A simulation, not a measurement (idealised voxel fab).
The document below concerns the process module designated voxel wiring stack.
This is section cut - it's 230 nm across, gridded in 5 nm square cells.
Cross-section format: a grid of square cells, given as bands from top to bottom; each band is one or more rows of cells. This entry defines a band. It first specifies the height of the band's top and the height of its bottom in nm, and then specifies the band's materials from left to right, stating each material with its width in nm. The word "edge to edge" identifies a single material that fills the band from edge to edge, while the word "air" identifies empty space. Where do heights start? At 0: under that level the wafer as delivered is made of one material only. And the lowest band has no floor; it just carries on downward, as in "0 and below". Note: "30..40" means the width goes from the first number (top row of the band) to the second number (bottom row) in equal steps per row of cells. The cross-section has no changed cell in any step marked "changes: none". "Closed void list" - sealed voids, min. 8 cells, no opening to top; format: width x height at distance (distance from left edge; nm throughout). The remark found on a step's line after its settings is issued by the simulator itself and pertains to that step. The setting "overlay nm" may be written on the line of a step. When the step uses a mask, the value reports how far to the right of the planned place the mask lay, and a negative value reports that it lay to the left.

# Planned step list for the process
| 1 | op RECEIVE | material Si |
| 2 | op CONFORMAL_DEP | material SiO2 | thk nm 10 |
| 3 | op CONFORMAL_DEP | material SiCN | thk nm 5 |
| 4 | op DIRECTIONAL_DEP | material SiO2 | thk nm 15 |
| 5 | op MASKED_ETCH | tone open | mask id METAL_1 | width nm 20 | pitch nm 35 | etch materials SiO2 | depth nm 15 | overlay nm 0 |
| 6 | op MASKED_ETCH | tone open | mask id METAL_1 | width nm 20 | pitch nm 35 | etch materials SiCN | depth nm 5 | overlay nm 0 |
| 7 | op CONFORMAL_DEP | material TiN | thk nm 5 |
| 8 | op FILL_DEP | material W | thk nm 5 |
| 9 | op CMP | height nm 30 |
| 10 | op EPI | material Ru | thk nm 5 |
| 11 | op FILL_DEP | material SiCN | thk nm 5 |
| 12 | op DIRECTIONAL_DEP | material lowk | thk nm 20 |
| 13 | op MASKED_ETCH | tone open | mask id PLUG_1 | width nm 15 | pitch nm 35 | etch materials lowk | depth nm 20 | overlay nm 0 |
| 14 | op MASKED_ETCH | tone open | mask id PLUG_1 | width nm 15 | pitch nm 35 | etch materials SiCN | depth nm 5 | overlay nm 0 |
| 15 | op CONFORMAL_DEP | material TiN | thk nm 5 |
| 16 | op FILL_DEP | material Cu | thk nm 10 |
| 17 | op CMP | height nm 60 |
| 18 | op DIRECTIONAL_DEP | material TiN | thk nm 5 |
| 19 | op DIRECTIONAL_DEP | material W | thk nm 20 |
| 20 | op PATTERN | tone cover | mask id METAL_2 | material resist | width nm 20 | pitch nm 35 | thk nm 15 | overlay nm 0 |
| 21 | op DIRECTIONAL_ETCH | etch materials W | depth nm 20 |
| 22 | op DIRECTIONAL_ETCH | etch materials TiN | depth nm 5 |
| 23 | op STRIP | etch materials resist |
| 24 | op FILL_DEP | material lowk | thk nm 10 |
| 25 | op CMP | height nm 85 |
| 26 | op CONFORMAL_DEP | material SiCN | thk nm 5 |
| 27 | op DIRECTIONAL_DEP | material SiO2 | thk nm 30 |
| 28 | op DIRECTIONAL_DEP | material aC | thk nm 10 |
| 29 | op PATTERN | tone open | mask id METAL_3_HOLES | material resist | width nm 15 | pitch nm 70 | thk nm 25 | overlay nm 0 |
| 30 | op DIRECTIONAL_ETCH | etch materials aC | depth nm 10 |
| 31 | op STRIP | etch materials resist |
| 32 | op DIRECTIONAL_ETCH | etch materials SiO2 | depth nm 30 |
| 33 | op STRIP | etch materials aC |
| 34 | op PATTERN | tone open | mask id METAL_3 | material resist | width nm 20 | pitch nm 35 | thk nm 20 | overlay nm 0 |
| 35 | op DIRECTIONAL_ETCH | etch materials SiO2 | depth nm 15 |
| 36 | op DIRECTIONAL_ETCH | etch materials SiCN | depth nm 5 |
| 37 | op STRIP | etch materials resist |
| 38 | op CONFORMAL_DEP | material TiN | thk nm 5 |
| 39 | op FILL_DEP | material Cu | thk nm 5 |
| 40 | op CMP | height nm 120 |
| 41 | op CONFORMAL_DEP | material SiCN | thk nm 5 |
Keep in mind the plan's value for the thk nm of step 15 comes from the first wafer; the wafers don't share that setting, but they do share the same starting point.

# Cross-section of the first of several wafers as received (after step 1)
    0 and below | Si edge to edge
    Closed void list: none

# Per wafer (row), end of module: delta in cells per material since receipt, (+) for gained, (-) for lost; closed voids after that
thk nm 5 | +40 Cu | +24 Ru | +172 SiCN | +392 SiO2 | +148 TiN | +88 W | +286 lowk | Closed void list: none
thk nm 10 | +24 Cu | +24 Ru | +172 SiCN | +392 SiO2 | +164 TiN | +88 W | +286 lowk | Closed void list: none
thk nm 15 | +24 Cu | +24 Ru | +172 SiCN | +392 SiO2 | +164 TiN | +88 W | +286 lowk | Closed void list: none
thk nm 20 | +24 Cu | +24 Ru | +172 SiCN | +392 SiO2 | +164 TiN | +88 W | +286 lowk | Closed void list: none
